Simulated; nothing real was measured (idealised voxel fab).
process module | voxel transistor to metal
cross-section cut | 225 nm wide | cells 5 nm
A cross-section is a grid of square cells, given in bands from the top down. A band is one or more rows of cells.
Each band's line starts with the height of the band's top and of its bottom, in nm. Then come its materials from left to right, each with its width in nm. One material with "throughout" fills the band from edge to edge. "air" is empty space.
Height 0 is the level under which the wafer as received is all one material. The lowest band goes on downwards, as in "0 down".
A width such as "30 to 40" changes by the same amount from each row of cells to the next, from the band's top row to its bottom row.
"no change" after a step means that no cell of the cross-section changed.
closed voids: empty space of 8 cells or more with no open way to the top, each as width x height at its distance from the left edge, in nm
after a step's settings: what the simulator itself notes on the step
overlay nm, on a step with a mask: how far to the right of its planned place the mask lay; to the left if negative
plan
1 op RECEIVE | material Si
2 op CONFORMAL_DEP | material SiO2 | thk nm 5
3 op CONFORMAL_DEP | material SiN | thk nm 15
4 op MASKED_ETCH | tone cover | mask id ACTIVE | width nm 85 | pitch nm 110 | etch materials SiN | depth nm 15 | overlay nm 0
5 op MASKED_ETCH | tone cover | mask id ACTIVE | width nm 85 | pitch nm 110 | etch materials SiO2 | depth nm 5 | overlay nm 0
6 op MASKED_ETCH | tone cover | mask id ACTIVE | width nm 85 | pitch nm 110 | etch materials Si | depth nm 30 | overlay nm 0
7 op OXIDIZE | depth nm 5
8 op FILL_DEP | material SiO2 | thk nm 10
9 op CMP | height nm 20
10 op SELECTIVE_ETCH | etch materials SiO2 | depth nm 10
11 op STRIP | etch materials SiN
12 op SELECTIVE_ETCH | etch materials SiO2 | depth nm 5
13 op OXIDIZE | depth nm 5
14 op DIRECTIONAL_DEP | material polySi | thk nm 25
15 op DIRECTIONAL_DEP | material SiCN | thk nm 15
16 op DIRECTIONAL_DEP | material aC | thk nm 10
17 op PATTERN | tone cover | mask id GATE | material resist | width nm 15 | pitch nm 110 | thk nm 30 | overlay nm 0
18 op DIRECTIONAL_ETCH | etch materials aC | depth nm 10
19 op STRIP | etch materials resist
20 op DIRECTIONAL_ETCH | etch materials SiCN | depth nm 25
21 op DIRECTIONAL_ETCH | etch materials polySi | depth nm 35
22 op STRIP | etch materials aC
23 op CONFORMAL_DEP | material SiN | thk nm 5
24 op DIRECTIONAL_ETCH | etch materials SiN | depth nm 5
25 op DIRECTIONAL_ETCH | etch materials SiO2 | depth nm 5
26 op DIRECTIONAL_ETCH | etch materials Si | depth nm 15
27 op EPI | material pSi | thk nm 15
28 op FILL_DEP | material SiO2 | thk nm 10
29 op CMP | height nm 40
30 op DIRECTIONAL_DEP | material SiO2 | thk nm 15
31 op MASKED_ETCH | tone open | mask id CONTACT | width nm 15 | etch materials SiO2 | depth nm 60 | overlay nm 0
32 op CONFORMAL_DEP | material TiN | thk nm 5
33 op FILL_DEP | material W | thk nm 5
34 op CMP | height nm 55
35 op CONFORMAL_DEP | material SiCN | thk nm 5
36 op DIRECTIONAL_DEP | material SiO2 | thk nm 15
37 op MASKED_ETCH | tone open | mask id METAL_1 | width nm 15 | etch materials SiO2 | depth nm 15 | overlay nm 0
38 op MASKED_ETCH | tone open | mask id METAL_1 | width nm 15 | etch materials SiCN | depth nm 5 | overlay nm 0
39 op CONFORMAL_DEP | material TiN | thk nm 5
40 op FILL_DEP | material Ru | thk nm 10
41 op CMP | height nm 75
42 op CONFORMAL_DEP | material SiN | thk nm 5
as received, after step 1
  0 down: Si throughout
  closed voids: none
a wafer at the end: this start, this plan, one mistake
  80 to 75: SiN throughout
  75 to 60: SiO2 20 | TiN 5 | Ru 5 | TiN 5 | SiO2 45 | TiN 5 | Ru 5 | TiN 5 | SiO2 35 | TiN 5 | Ru 5 | TiN 5 | SiO2 45 | TiN 5 | Ru 5 | TiN 5 | SiO2 20
  60 to 55: SiCN 20 | TiN 15 | SiCN 45 | TiN 15 | SiCN 35 | TiN 15 | SiCN 45 | TiN 15 | SiCN 20
  55 to 40: SiO2 20 | TiN 5 | W 5 | TiN 5 | SiO2 45 | TiN 5 | W 5 | TiN 5 | SiO2 35 | TiN 5 | W 5 | TiN 5 | SiO2 45 | TiN 5 | W 5 | TiN 5 | SiO2 20
  40 to 25: SiO2 20 | TiN 5 | W 5 | TiN 5 | SiO2 10 | SiN 5 | SiCN 15 | SiN 5 | SiO2 10 | TiN 5 | W 5 | TiN 5 | SiO2 35 | TiN 5 | W 5 | TiN 5 | SiO2 10 | SiN 5 | SiCN 15 | SiN 5 | SiO2 10 | TiN 5 | W 5 | TiN 5 | SiO2 20
  25 to 15: SiO2 20 | TiN 5 | W 5 | TiN 5 | SiO2 10 | SiN 5 | polySi 15 | SiN 5 | SiO2 10 | TiN 5 | W 5 | TiN 5 | SiO2 35 | TiN 5 | W 5 | TiN 5 | SiO2 10 | SiN 5 | polySi 15 | SiN 5 | SiO2 10 | TiN 5 | W 5 | TiN 5 | SiO2 20
  15 to 10: SiO2 20 | TiN 15 | SiO2 10 | SiN 5 | polySi 15 | SiN 5 | SiO2 10 | TiN 15 | SiO2 35 | TiN 15 | SiO2 10 | SiN 5 | polySi 15 | SiN 5 | SiO2 10 | TiN 15 | SiO2 20
  10 to 5: SiO2 20 | TiN 10 | pSi 15 | SiN 5 | polySi 15 | SiN 5 | pSi 15 | TiN 10 | SiO2 35 | TiN 10 | pSi 15 | SiN 5 | polySi 15 | SiN 5 | pSi 15 | TiN 10 | SiO2 20
  5 to 0: SiO2 10 | SiN 5 | SiO2 5 | TiN 10 | pSi 15 | SiN 5 | polySi 15 | SiN 5 | pSi 15 | TiN 10 | SiO2 5 | SiN 5 | SiO2 15 | SiN 5 | SiO2 5 | TiN 10 | pSi 15 | SiN 5 | polySi 15 | SiN 5 | pSi 15 | TiN 10 | SiO2 5 | SiN 5 | SiO2 10
  0 to -5: SiO2 20 | TiN 10 | pSi 15 | SiO2 25 | pSi 15 | TiN 10 | SiO2 35 | TiN 10 | pSi 15 | SiO2 25 | pSi 15 | TiN 10 | SiO2 20
  -5 to -20: SiO2 20 | pSi 25 | Si 25 | pSi 25 | SiO2 35 | pSi 25 | Si 25 | pSi 25 | SiO2 20
  -20 to -45: SiO2 20 | Si 75 | SiO2 35 | Si 75 | SiO2 20
  -45 down: Si throughout
  closed voids: none
what went wrong: step 6 ran as: op MASKED_ETCH | tone cover | mask id ACTIVE | width nm 85 | pitch nm 110 | etch materials Si | depth nm 40 | overlay nm 0
